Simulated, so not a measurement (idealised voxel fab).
process module | voxel ribs on slabs
cross-section cut | 225 nm wide | cells 5 nm
A cross-section is a grid of square cells, given in bands from the top down. A band is one or more rows of cells.
Each band's line starts with the height of the band's top and of its bottom, in nm. Then come its materials from left to right, each with its width in nm. One material with "throughout" fills the band from edge to edge. "air" is empty space.
Height 0 is the level under which the wafer as received is all one material. The lowest band goes on downwards, as in "0 down".
A width such as "30 to 40" changes by the same amount from each row of cells to the next, from the band's top row to its bottom row.
"no change" after a step means that no cell of the cross-section changed.
closed voids: empty space of 8 cells or more with no open way to the top, each as width x height at its distance from the left edge, in nm
after a step's settings: what the simulator itself notes on the step
overlay nm, on a step with a mask: how far to the right of its planned place the mask lay; to the left if negative
plan
1 op RECEIVE | material Si
2 op DIRECTIONAL_DEP | material SiO2 | thk nm 30
3 op DIRECTIONAL_DEP | material SiN | thk nm 25
4 op PATTERN | tone cover | mask id RIB | material resist | width nm 20 | thk nm 20 | overlay nm 0
5 op DIRECTIONAL_ETCH | etch materials SiN | depth nm 10
6 op STRIP | etch materials resist
7 op MASKED_ETCH | tone cover | mask id SLAB | width nm 80 | etch materials SiN | depth nm 15 | overlay nm 0
8 op FILL_DEP | material SiO2 | thk nm 25
9 op CMP | height nm 70
10 op DIRECTIONAL_DEP | material TiN | thk nm 10
11 op PATTERN | tone cover | mask id HEATER | material resist | width nm 30 | thk nm 15 | overlay nm 0
12 op DIRECTIONAL_ETCH | etch materials TiN | depth nm 10
13 op STRIP | etch materials resist
14 op CONFORMAL_DEP | material SiO2 | thk nm 5
as received, after step 1
  0 down: Si throughout
  closed voids: none
first wafer at the end, as planned
  85 to 80: air 90 | SiO2 40 | air 95
  80 to 75: air 90 | SiO2 5 | TiN 30 | SiO2 5 | air 95
  75 to 70: SiO2 95 | TiN 30 | SiO2 100
  70 to 55: SiO2 throughout
  55 to 45: SiO2 100 | SiN 20 | SiO2 105
  45 to 30: SiO2 70 | SiN 80 | SiO2 75
  30 to 0: SiO2 throughout
  0 down: Si throughout
  closed voids: none
second wafer at the end: like start, like plan, one mistake
  85 to 80: air 90 | SiO2 40 | air 95
  80 to 75: air 90 | SiO2 5 | TiN 30 | SiO2 5 | air 95
  75 to 70: SiO2 95 | TiN 30 | SiO2 100
  70 to 60: SiO2 70 | SiN 80 | SiO2 75
  60 to 0: SiO2 throughout
  0 down: Si throughout
  closed voids: none
what went wrong: step 2 was run twice
at the end the second wafer has, in cells: 24 fewer of SiN | 24 more of SiO2
